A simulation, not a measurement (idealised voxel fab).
The name of this process module is voxel capacitor over wiring.
We display cut, a cross-section 225 nm in width whose square cells are each 5 nm.
Throughout this document, each cross-section is represented as a grid of square cells and is presented as a sequence of bands enumerated from the top downward, where a band comprises one or more rows of cells. It is stipulated that each band's entry specify, in nanometres, the height of the top of the band and then that of its bottom, followed by the materials of the band in left-to-right sequence, each together with its width in nanometres. A single material marked by the word "all across" is understood to fill the band from edge to edge; the word "blank" is understood to denote empty space. A quick word on heights: they are counted from 0, and under that level the wafer as it came to us is one material throughout. The lowest band is different from the rest in having no bottom; it simply continues downward, written as in "z 0 and below". A two-number width, for instance "30 to 40", indicates that the width is equal to the first number in the top row of the band and to the second number in the bottom row, and that it changes by a constant amount per row of cells. Where the words "no alteration" appear for a step, the cross-section shows no cell changed by that step; every cell remained as before. This entry, "Closed void list", enumerates those empty regions of no fewer than 8 cells that possess no open connection to the top. Each region is reported in the form width x height at distance, the distance being taken from the left edge, with all three quantities expressed in nm. Formally, on a step line, whatever follows the settings is a remark that the simulator itself makes on the step. When a step includes a mask, the "overlay nm" setting on its line states how far to the right of its planned place that mask lay, and negative values state how far to the left.
## Listed below are the process steps as planned
1: RECEIVE,material Si
2: CONFORMAL_DEP,material SiO2,thk nm 10
3: DIRECTIONAL_DEP,material TiN,thk nm 5
4: DIRECTIONAL_DEP,material Ru,thk nm 20
5: PATTERN,tone cover,mask id METAL_1,material resist,width nm 20,pitch nm 80,thk nm 15,overlay nm 0
6: DIRECTIONAL_ETCH,etch materials Ru,depth nm 20
7: DIRECTIONAL_ETCH,etch materials TiN,depth nm 5
8: STRIP,etch materials resist
9: FILL_DEP,material lowk,thk nm 10
10: CMP,height nm 35
11: CONFORMAL_DEP,material SiCN,thk nm 5
12: DIRECTIONAL_DEP,material lowk,thk nm 20
13: DIRECTIONAL_DEP,material aC,thk nm 15
14: PATTERN,tone open,mask id PLUG_1,material resist,width nm 15,thk nm 35,overlay nm 0
15: DIRECTIONAL_ETCH,etch materials aC,depth nm 15
16: STRIP,etch materials resist
17: DIRECTIONAL_ETCH,etch materials lowk,depth nm 20
18: DIRECTIONAL_ETCH,etch materials SiCN,depth nm 5
19: STRIP,etch materials aC
20: CONFORMAL_DEP,material TiN,thk nm 5
21: FILL_DEP,material W,thk nm 10
22: CMP,height nm 60
23: DIRECTIONAL_DEP,material TiN,thk nm 5
24: DIRECTIONAL_DEP,material Al2O3,thk nm 5
25: DIRECTIONAL_DEP,material TiN,thk nm 5
26: MASKED_ETCH,tone cover,mask id UPPER_PLATE,width nm 65,etch materials TiN,depth nm 5,overlay nm 0
27: MASKED_ETCH,tone cover,mask id UPPER_PLATE,width nm 65,etch materials Al2O3,depth nm 5,overlay nm 0
28: DIRECTIONAL_DEP,material aC,thk nm 15
29: PATTERN,tone cover,mask id LOWER_PLATE,material resist,width nm 75,thk nm 30,overlay nm 0
30: DIRECTIONAL_ETCH,etch materials aC,depth nm 15
31: STRIP,etch materials resist
32: DIRECTIONAL_ETCH,etch materials TiN,depth nm 5
33: STRIP,etch materials aC
34: FILL_DEP,material SiO2,thk nm 20
35: CMP,height nm 90
36: DIRECTIONAL_DEP,material aC,thk nm 10
37: PATTERN,tone open,mask id PLUG_2,material resist,width nm 15,thk nm 30,overlay nm 0
38: DIRECTIONAL_ETCH,etch materials aC,depth nm 10
39: STRIP,etch materials resist
40: DIRECTIONAL_ETCH,etch materials SiO2,depth nm 15
41: STRIP,etch materials aC
42: CONFORMAL_DEP,material TiN,thk nm 5
43: FILL_DEP,material Cu,thk nm 5
44: CMP,height nm 90
45: CONFORMAL_DEP,material SiCN,thk nm 5
## Wafer at receipt (post step 1), cross-section
  z 0 and below  Si all across
  Closed void list: none
## The cross-section shown corresponds to the wafer at the conclusion of the module. The initial structure and the process plan are those presented above; however, one mistake occurred in executing the plan
  z 95 to 90  SiCN all across
  z 90 to 80  SiO2 75 / TiN 5 / Cu 5 / TiN 5 / SiO2 135
  z 80 to 70  SiO2 75 to 65 / TiN 15 to 65 / SiO2 135 to 95
  z 70 to 65  SiO2 65 / Al2O3 65 / SiO2 95
  z 65 to 60  SiO2 60 / TiN 75 / SiO2 90
  z 60 to 40  lowk 65 / TiN 5 / W 5 / TiN 5 / lowk 145
  z 40 to 35  SiCN 65 / TiN 15 / SiCN 145
  z 35 to 15  lowk 70 / Ru 20 / lowk 60 / Ru 20 / lowk 55
  z 15 to 10  lowk 70 / TiN 20 / lowk 60 / TiN 20 / lowk 55
  z 10 to 0  SiO2 all across
  z 0 and below  Si all across
  Closed void list: none
Here's what went sideways: step 5 was not run as planned; what actually ran was PATTERN,tone cover,mask id METAL_1,material resist,width nm 20,pitch nm 80,thk nm 15,overlay nm 10
